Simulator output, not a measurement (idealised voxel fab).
This is a process module. Its name is voxel transistor to metal.
205 nm wide, 5 nm square cells: that's cross-section cut.
Cross-section format: a grid of square cells, given as bands from top to bottom; each band is one or more rows of cells. Top height, bottom height, nm. Materials left to right, width each, nm. Single material + "all across" = fills band edge to edge. "air" = empty. Beneath 0, the wafer as received is one material, and that level is where height counting begins. The lowest band goes on downward without a bottom; it is written like "0..down". Quick explanation for "30..40": the width changes in equal steps down the rows of cells, from the first number in the band's top row to the second number in its bottom row. Basically "nothing was modified" means that step didn't change any cell in the cross-section. "Enclosed void inventory": empty spaces of 8 cells or more with no open way to the top, each given as width x height at distance, distance from the left edge, all in nm. On a step's line, text after the settings is the simulator commenting on that step. The optional step-line setting "overlay nm" applies to steps with a mask and quantifies how far to the right of its planned location the mask lay, a negative value indicating leftward placement.

### These are the steps we planned for the process
1 RECEIVE with material Si
2 CONFORMAL_DEP with material SiO2, thk nm 5
3 CONFORMAL_DEP with material SiN, thk nm 15
4 MASKED_ETCH with tone cover, mask id ACTIVE, width nm 105, etch materials SiN, depth nm 15, overlay nm 0
5 MASKED_ETCH with tone cover, mask id ACTIVE, width nm 105, etch materials SiO2, depth nm 5, overlay nm 0
6 MASKED_ETCH with tone cover, mask id ACTIVE, width nm 105, etch materials Si, depth nm 35, overlay nm 0
7 FILL_DEP with material SiO2, thk nm 15
8 CMP with height nm 20
9 SELECTIVE_ETCH with etch materials SiO2, depth nm 5
10 STRIP with etch materials SiN
11 SELECTIVE_ETCH with etch materials SiO2, depth nm 5
12 OXIDIZE with depth nm 5
13 DIRECTIONAL_DEP with material polySi, thk nm 20
14 DIRECTIONAL_DEP with material SiCN, thk nm 15
15 DIRECTIONAL_DEP with material aC, thk nm 10
16 PATTERN with tone cover, mask id GATE, material resist, width nm 15, thk nm 30, overlay nm 0
17 DIRECTIONAL_ETCH with etch materials aC, depth nm 10
18 STRIP with etch materials resist
19 DIRECTIONAL_ETCH with etch materials SiCN, depth nm 25
20 DIRECTIONAL_ETCH with etch materials polySi, depth nm 30
21 STRIP with etch materials aC
22 CONFORMAL_DEP with material SiO2, thk nm 5
23 DIRECTIONAL_ETCH with etch materials SiO2, depth nm 5
24 CONFORMAL_DEP with material SiN, thk nm 5
25 DIRECTIONAL_ETCH with etch materials SiN, depth nm 5
26 DIRECTIONAL_ETCH with etch materials SiO2, depth nm 5
27 DIRECTIONAL_ETCH with etch materials Si, depth nm 15
28 EPI with material nSi, thk nm 15
29 FILL_DEP with material SiO2, thk nm 5
30 CMP with height nm 35
31 DIRECTIONAL_DEP with material SiO2, thk nm 15
32 DIRECTIONAL_DEP with material aC, thk nm 15
33 PATTERN with tone open, mask id CONTACT, material resist, width nm 35, pitch nm 60, thk nm 30, overlay nm 0
34 DIRECTIONAL_ETCH with etch materials aC, depth nm 15
35 STRIP with etch materials resist
36 DIRECTIONAL_ETCH with etch materials SiO2, depth nm 40
37 STRIP with etch materials aC
38 CONFORMAL_DEP with material TiN, thk nm 5
39 FILL_DEP with material Ru, thk nm 10
40 CMP with height nm 50
41 DIRECTIONAL_DEP with material TiN, thk nm 5
42 DIRECTIONAL_DEP with material W, thk nm 15
43 PATTERN with tone cover, mask id METAL_1, material resist, width nm 20, pitch nm 75, thk nm 15, overlay nm 0
44 DIRECTIONAL_ETCH with etch materials W, depth nm 15
45 DIRECTIONAL_ETCH with etch materials TiN, depth nm 5
46 STRIP with etch materials resist
47 FILL_DEP with material lowk, thk nm 5
48 CMP with height nm 70
49 CONFORMAL_DEP with material SiN, thk nm 5

### Incoming wafer, cross-sectional view, post step 1
  0..down  Si all across
  Enclosed void inventory: none

### Post-module cross-section of the first of two wafers (run per plan)
  75..70  SiN all across
  70..55  lowk (55)  W (20)  lowk (55)  W (20)  lowk (55)
  55..50  lowk (55)  TiN (20)  lowk (55)  TiN (20)  lowk (55)
  50..40  SiO2 (55)  TiN (5)  Ru (25)  TiN (5)  SiO2 (25)  TiN (5)  Ru (25)  TiN (5)  SiO2 (55)
  40..35  SiO2 (55)  TiN (5)  Ru (20)  TiN (10)  SiO2 (25)  TiN (10)  Ru (20)  TiN (5)  SiO2 (55)
  35..20  SiO2 (55)  TiN (5)  Ru (20)  TiN (5)  SiN (5)  SiO2 (5)  SiCN (15)  SiO2 (5)  SiN (5)  TiN (5)  Ru (20)  TiN (5)  SiO2 (55)
  20..15  SiO2 (55)  TiN (5)  Ru (20)  TiN (5)  SiN (5)  SiO2 (5)  polySi (15)  SiO2 (5)  SiN (5)  TiN (5)  Ru (20)  TiN (5)  SiO2 (55)
  15..10  SiO2 (55)  TiN (30)  SiN (5)  SiO2 (5)  polySi (15)  SiO2 (5)  SiN (5)  TiN (30)  SiO2 (55)
  10..0  SiO2 (50)  SiN (5)  nSi (30)  SiN (5)  SiO2 (5)  polySi (15)  SiO2 (5)  SiN (5)  nSi (30)  SiN (5)  SiO2 (50)
  0..-5  SiO2 (55)  nSi (30)  SiO2 (35)  nSi (30)  SiO2 (55)
  -5..-20  SiO2 (50)  Si (5)  nSi (30)  Si (35)  nSi (30)  Si (5)  SiO2 (50)
  -20..-35  SiO2 (50)  Si (105)  SiO2 (50)
  -35..down  Si all across
  Enclosed void inventory: none

### So this is wafer number two of the two, cut at the end of the module - it started where the first did and had the same plan, we just got one thing wrong running it
  75..70  SiN all across
  70..55  lowk (55)  W (20)  lowk (55)  W (20)  lowk (55)
  55..50  lowk (55)  TiN (20)  lowk (55)  TiN (20)  lowk (55)
  50..40  SiO2 (55)  TiN (5)  Ru (25)  TiN (5)  SiO2 (25)  TiN (5)  Ru (25)  TiN (5)  SiO2 (55)
  40..35  SiO2 (55)  TiN (5)  Ru (20)  TiN (10)  SiO2 (25)  TiN (10)  Ru (20)  TiN (5)  SiO2 (55)
  35..30  SiO2 (55)  TiN (5)  Ru (20)  TiN (5)  SiN (5)  SiO2 (5)  SiCN (15)  SiO2 (5)  SiN (5)  TiN (5)  Ru (20)  TiN (5)  SiO2 (55)
  30..15  SiO2 (55)  TiN (5)  Ru (20)  TiN (5)  SiN (5)  SiO2 (5)  polySi (15)  SiO2 (5)  SiN (5)  TiN (5)  Ru (20)  TiN (5)  SiO2 (55)
  15..10  SiO2 (55)  TiN (30)  SiN (5)  SiO2 (5)  polySi (15)  SiO2 (5)  SiN (5)  TiN (30)  SiO2 (55)
  10..0  SiO2 all across
  0..-35  SiO2 (50)  Si (105)  SiO2 (50)
  -35..down  Si all across
  Enclosed void inventory: none
Which mistake was made when the wafer was run? step 3 was dropped from the plan's execution and never run
Cell-count delta at end, second wafer over first, by material: Si: 57 more; SiCN: 6 fewer; SiN: 8 fewer; SiO2: 29 more; nSi: 72 fewer
